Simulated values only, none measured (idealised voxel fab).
process module | voxel ribs on slabs
cross-section cut | 155 nm wide | cells 5 nm
A cross-section is a grid of square cells, given in bands from the top down. A band is one or more rows of cells.
Each band's line starts with the height of the band's top and of its bottom, in nm. Then come its materials from left to right, each with its width in nm. One material with "throughout" fills the band from edge to edge. "air" is empty space.
Height 0 is the level under which the wafer as received is all one material. The lowest band goes on downwards, as in "0 down".
A width such as "30 to 40" changes by the same amount from each row of cells to the next, from the band's top row to its bottom row.
"no change" after a step means that no cell of the cross-section changed.
closed voids: empty space of 8 cells or more with no open way to the top, each as width x height at its distance from the left edge, in nm
after a step's settings: what the simulator itself notes on the step
overlay nm, on a step with a mask: how far to the right of its planned place the mask lay; to the left if negative
plan
1 op RECEIVE | material Si
2 op DIRECTIONAL_DEP | material SiO2 | thk nm 30
3 op DIRECTIONAL_DEP | material SiN | thk nm 25
4 op PATTERN | tone cover | mask id RIB | material resist | width nm 20 | thk nm 15 | overlay nm 0
5 op DIRECTIONAL_ETCH | etch materials SiN | depth nm 20
6 op STRIP | etch materials resist
7 op MASKED_ETCH | tone cover | mask id SLAB | width nm 50 | etch materials SiN | depth nm 5 | overlay nm 0
8 op FILL_DEP | material SiO2 | thk nm 20
9 op CMP | height nm 70
10 op DIRECTIONAL_DEP | material W | thk nm 10
11 op DIRECTIONAL_DEP | material aC | thk nm 15
12 op PATTERN | tone cover | mask id HEATER | material resist | width nm 30 | thk nm 30 | overlay nm 0
13 op DIRECTIONAL_ETCH | etch materials aC | depth nm 15
14 op STRIP | etch materials resist
15 op DIRECTIONAL_ETCH | etch materials W | depth nm 10
16 op STRIP | etch materials aC
17 op CONFORMAL_DEP | material SiN | thk nm 5
as received, after step 1
  0 down: Si throughout
  closed voids: none
first wafer at the end, as planned
  85 to 80: air 55 | SiN 40 | air 60
  80 to 75: air 55 | SiN 5 | W 30 | SiN 5 | air 60
  75 to 70: SiN 60 | W 30 | SiN 65
  70 to 55: SiO2 throughout
  55 to 35: SiO2 65 | SiN 20 | SiO2 70
  35 to 30: SiO2 50 | SiN 50 | SiO2 55
  30 to 0: SiO2 throughout
  0 down: Si throughout
  closed voids: none
second wafer at the end: like start, like plan, one mistake
  85 to 80: air 55 | SiN 40 | air 60
  80 to 75: air 55 | SiN 5 | W 30 | SiN 5 | air 60
  75 to 70: SiN 60 | W 30 | SiN 65
  70 to 65: SiO2 throughout
  65 to 45: SiO2 65 | SiN 20 | SiO2 70
  45 to 40: SiO2 50 | SiN 50 | SiO2 55
  40 to 0: SiO2 throughout
  0 down: Si throughout
  closed voids: none
what went wrong: step 2 ran as: op DIRECTIONAL_DEP | material SiO2 | thk nm 40
at the end the second wafer has, in cells: as many of each material as the first, in other places
